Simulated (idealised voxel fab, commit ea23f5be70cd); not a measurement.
A process module follows: voxel self aligned vias.
Shown is cross-section cut, with a width of 280 nm and square cells of size 5 nm.
Reading order for cross-sections: top band down to bottom band. Underlying form: a grid of square cells. Band size: one or more rows of cells. The band entry comprises the height of the band's top followed by the height of its bottom, expressed in nm, and subsequently the band's materials from left to right, each stated together with its width in nm. Where a single material is marked with the word "full width", that material fills the band from edge to edge. The word "air" represents empty space. Heads up on the height convention: 0 is the point under which the incoming wafer is all one material, and the lowest band has no bottom, it just keeps going down, like "0 nm and below". You'd read "30->40" like this: the band's top row of cells is as wide as the first number, its bottom row is as wide as the second, and going down, every row changes width by the same amount as the row before did. "identical to before" for a step: no cell of the cross-section changed in that step. Closed empty spaces (no open way to the top) of 8 cells or more are what "Enclosed void inventory" lists, each as width x height at distance from the left edge, nm for all three. Text after the settings on a step's line: the simulator's own remark on that step. overlay nm: right-of-plan distance of the mask on a masked step; negative values mean left-of-plan.
Planned step list for the process:
1: RECEIVE, material Si
2: CONFORMAL_DEP, material SiO2, thk nm 10
3: CONFORMAL_DEP, material SiCN, thk nm 5
4: DIRECTIONAL_DEP, material lowk, thk nm 25
5: DIRECTIONAL_DEP, material aC, thk nm 15
6: PATTERN, tone open, mask id LINES, material resist, width nm 30, pitch nm 75, thk nm 30, overlay nm -15
7: DIRECTIONAL_ETCH, etch materials aC, depth nm 15
8: STRIP, etch materials resist
9: DIRECTIONAL_ETCH, etch materials lowk, depth nm 25
10: STRIP, etch materials aC
11: CONFORMAL_DEP, material TiN, thk nm 5
12: FILL_DEP, material W, thk nm 5
13: CMP, height nm 40
14: SELECTIVE_ETCH, etch materials W Ru TiN, depth nm 5
15: FILL_DEP, material SiN, thk nm 10
16: CMP, height nm 40
17: DIRECTIONAL_DEP, material lowk, thk nm 15
18: DIRECTIONAL_DEP, material aC, thk nm 15
19: PATTERN, tone open, mask id VIAS, material resist, width nm 50, thk nm 30, overlay nm 0
20: DIRECTIONAL_ETCH, etch materials aC, depth nm 15
21: STRIP, etch materials resist
22: DIRECTIONAL_ETCH, etch materials lowk, depth nm 15
23: DIRECTIONAL_ETCH, etch materials SiN, depth nm 5
24: STRIP, etch materials aC
25: CONFORMAL_DEP, material TiN, thk nm 5
26: FILL_DEP, material Ru, thk nm 5
27: CMP, height nm 55
28: CONFORMAL_DEP, material SiCN, thk nm 5
Among the wafers covered here, the point of difference is the overlay nm at step 6; their starting state is shared, and the plan presents the value of the first wafer.
Sectional view: first of several wafers, as received, after step 1:
  0 nm and below | Si full width
  Enclosed void inventory: none
Wafer rows, end of module: cells per material gained (+) or lost (-) since receipt; closed voids last:
overlay nm -15 | +19 Ru | +112 SiCN | +7 SiN | +112 SiO2 | +40 TiN | +24 W | +358 lowk | Enclosed void inventory: none
overlay nm -10 | +20 Ru | +112 SiCN | +6 SiN | +112 SiO2 | +40 TiN | +24 W | +358 lowk | Enclosed void inventory: none
overlay nm -5 | +20 Ru | +112 SiCN | +6 SiN | +112 SiO2 | +40 TiN | +24 W | +358 lowk | Enclosed void inventory: none
overlay nm 0 | +20 Ru | +112 SiCN | +6 SiN | +112 SiO2 | +40 TiN | +24 W | +358 lowk | Enclosed void inventory: none
overlay nm 5 | +20 Ru | +112 SiCN | +6 SiN | +112 SiO2 | +40 TiN | +24 W | +358 lowk | Enclosed void inventory: none
overlay nm 10 | +20 Ru | +112 SiCN | +6 SiN | +112 SiO2 | +40 TiN | +24 W | +358 lowk | Enclosed void inventory: none
overlay nm 15 | +19 Ru | +112 SiCN | +7 SiN | +112 SiO2 | +40 TiN | +24 W | +358 lowk | Enclosed void inventory: none
